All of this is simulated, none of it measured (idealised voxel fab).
This is a process module. Its name is voxel ribs on slabs.
FYI the section here is cut, 170 nm wide, cells are 5 nm squares.
How to read a cross-section here: the picture is a grid of square cells, written as bands going from the top down, and any band can span one or more rows of cells. The band entry comprises the height of the band's top followed by the height of its bottom, expressed in nm, and subsequently the band's materials from left to right, each stated together with its width in nm. Where a single material is marked with the word "all across", that material fills the band from edge to edge. The word "blank" represents empty space. Height is counted from the level 0, under which the received wafer is composed throughout of one material. The lowest of the bands is not closed at the bottom but continues downward, in the notation "0 nm and below". So if you see something like "30->40" for the width, read it as the top row of the band sitting at the first number and the bottom row at the second, with every row in between moving by the same amount as the last. Where the words "nothing got changed" appear for a step, the cross-section shows no cell changed by that step; every cell remained as before. For the entry "Closed void list", the listed items are empty spaces with no open way to the top whose size is 8 cells or more; each item follows the pattern width x height at distance, where distance is from the left edge and all three are in nm. after a step's settings: what the simulator itself notes on the step. overlay nm, on a step with a mask: how far to the right of its planned place the mask lay; to the left if negative.
# Here's what the planned process steps look like
1 RECEIVE: material Si
2 DIRECTIONAL_DEP: material SiO2, thk nm 20
3 DIRECTIONAL_DEP: material polySi, thk nm 15
4 MASKED_ETCH: tone cover, mask id RIB, width nm 30, etch materials polySi, depth nm 10, overlay nm 0
5 DIRECTIONAL_DEP: material aC, thk nm 15
6 PATTERN: tone cover, mask id SLAB, material resist, width nm 70, thk nm 35, overlay nm 0
7 DIRECTIONAL_ETCH: etch materials aC, depth nm 15
8 STRIP: etch materials resist
9 DIRECTIONAL_ETCH: etch materials polySi, depth nm 5
10 STRIP: etch materials aC
11 FILL_DEP: material SiO2, thk nm 15
12 CMP: height nm 45
13 DIRECTIONAL_DEP: material W, thk nm 10
14 DIRECTIONAL_DEP: material aC, thk nm 10
15 PATTERN: tone cover, mask id HEATER, material resist, width nm 40, thk nm 25, overlay nm 0
16 DIRECTIONAL_ETCH: etch materials aC, depth nm 10
17 STRIP: etch materials resist
18 DIRECTIONAL_ETCH: etch materials W, depth nm 10
19 STRIP: etch materials aC
20 CONFORMAL_DEP: material SiN, thk nm 10
# First wafer of two (run as planned)
# Here's what the wafer looked like in cross-section when it arrived - that's after step 1
    0 nm and below = Si all across
    Closed void list: none
# After step 2, in cross-section
    20 nm to 0 nm = SiO2 all across
    Heights below 0 show no change.
# After step 3, in cross-section
    35 nm to 20 nm = polySi all across
    Heights below 20 show no change.
# After step 4, in cross-section
    35 nm to 25 nm = blank (70)  polySi (30)  blank (70)
    Heights below 25 show no change.
# After step 5, in cross-section
    50 nm to 40 nm = blank (70)  aC (30)  blank (70)
    40 nm to 35 nm = aC all across
    35 nm to 25 nm = aC (70)  polySi (30)  aC (70)
    Heights below 25 show no change.
# After step 6, in cross-section
    85 nm to 50 nm = blank (50)  resist (70)  blank (50)
    50 nm to 40 nm = blank (50)  resist (20)  aC (30)  resist (20)  blank (50)
    Heights below 40 show no change.
# After step 7, in cross-section
    70 nm to 50 nm = blank (50)  resist (70)  blank (50)
    50 nm to 40 nm = blank (50)  resist (20)  aC (30)  resist (20)  blank (50)
    40 nm to 35 nm = blank (50)  aC (70)  blank (50)
    35 nm to 25 nm = blank (50)  aC (20)  polySi (30)  aC (20)  blank (50)
    Heights below 25 show no change.
# After step 8, in cross-section
    50 nm to 40 nm = blank (70)  aC (30)  blank (70)
    Heights below 40 show no change.
# After step 9, in cross-section
    50 nm to 40 nm = blank (70)  aC (30)  blank (70)
    40 nm to 35 nm = blank (50)  aC (70)  blank (50)
    35 nm to 25 nm = blank (50)  aC (20)  polySi (30)  aC (20)  blank (50)
    25 nm to 20 nm = blank (50)  polySi (70)  blank (50)
    Heights below 20 show no change.
# After step 10, in cross-section
    35 nm to 25 nm = blank (70)  polySi (30)  blank (70)
    Heights below 25 show no change.
# After step 11, in cross-section
    50 nm to 35 nm = SiO2 all across
    35 nm to 25 nm = SiO2 (70)  polySi (30)  SiO2 (70)
    25 nm to 20 nm = SiO2 (50)  polySi (70)  SiO2 (50)
    Heights below 20 show no change.
# After step 12, in cross-section
    45 nm to 35 nm = SiO2 all across
    Heights below 35 show no change.
# After step 13, in cross-section
    55 nm to 45 nm = W all across
    Heights below 45 show no change.
# After step 14, in cross-section
    65 nm to 55 nm = aC all across
    Heights below 55 show no change.
# After step 15, in cross-section
    90 nm to 65 nm = blank (65)  resist (40)  blank (65)
    Heights below 65 show no change.
# After step 16, in cross-section
    80 nm to 65 nm = blank (65)  resist (40)  blank (65)
    65 nm to 55 nm = blank (65)  aC (40)  blank (65)
    Heights below 55 show no change.
# After step 17, in cross-section
    65 nm to 55 nm = blank (65)  aC (40)  blank (65)
    Heights below 55 show no change.
# After step 18, in cross-section
    65 nm to 55 nm = blank (65)  aC (40)  blank (65)
    55 nm to 45 nm = blank (65)  W (40)  blank (65)
    Heights below 45 show no change.
# After step 19, in cross-section
    55 nm to 45 nm = blank (65)  W (40)  blank (65)
    Heights below 45 show no change.
# After step 20, in cross-section
    65 nm to 55 nm = blank (55)  SiN (60)  blank (55)
    55 nm to 45 nm = SiN (65)  W (40)  SiN (65)
    Heights below 45 show no change.
# Okay, second wafer. Nothing different at the start, nothing different in the plan, just one mistake somewhere in the running. As far as step 14, counting that step, it's the first wafer all over again
# Second wafer, cross-section, planned end of step 15
    90 nm to 65 nm = blank (70)  resist (35)  blank (65)
    Heights below 65 show no change.
# Second wafer, cross-section, planned end of step 16
    80 nm to 65 nm = blank (70)  resist (35)  blank (65)
    65 nm to 55 nm = blank (70)  aC (35)  blank (65)
    Heights below 55 show no change.
# Second wafer, cross-section, planned end of step 17
    65 nm to 55 nm = blank (70)  aC (35)  blank (65)
    Heights below 55 show no change.
# Second wafer, cross-section, planned end of step 18
    65 nm to 55 nm = blank (70)  aC (35)  blank (65)
    55 nm to 45 nm = blank (70)  W (35)  blank (65)
    Heights below 45 show no change.
# Second wafer, cross-section, planned end of step 19
    55 nm to 45 nm = blank (70)  W (35)  blank (65)
    Heights below 45 show no change.
# Second wafer, cross-section, planned end of step 20
    65 nm to 55 nm = blank (60)  SiN (55)  blank (55)
    55 nm to 45 nm = SiN (70)  W (35)  SiN (65)
    Heights below 45 show no change.
It is concluded that the wafer was processed incorrectly with respect to the plan, in that step 15 was not run as planned; what actually ran was PATTERN: tone cover, mask id HEATER, material resist, width nm 35, thk nm 25, overlay nm 0
Final cells, second wafer relative to first, materials higher or lower: W -2
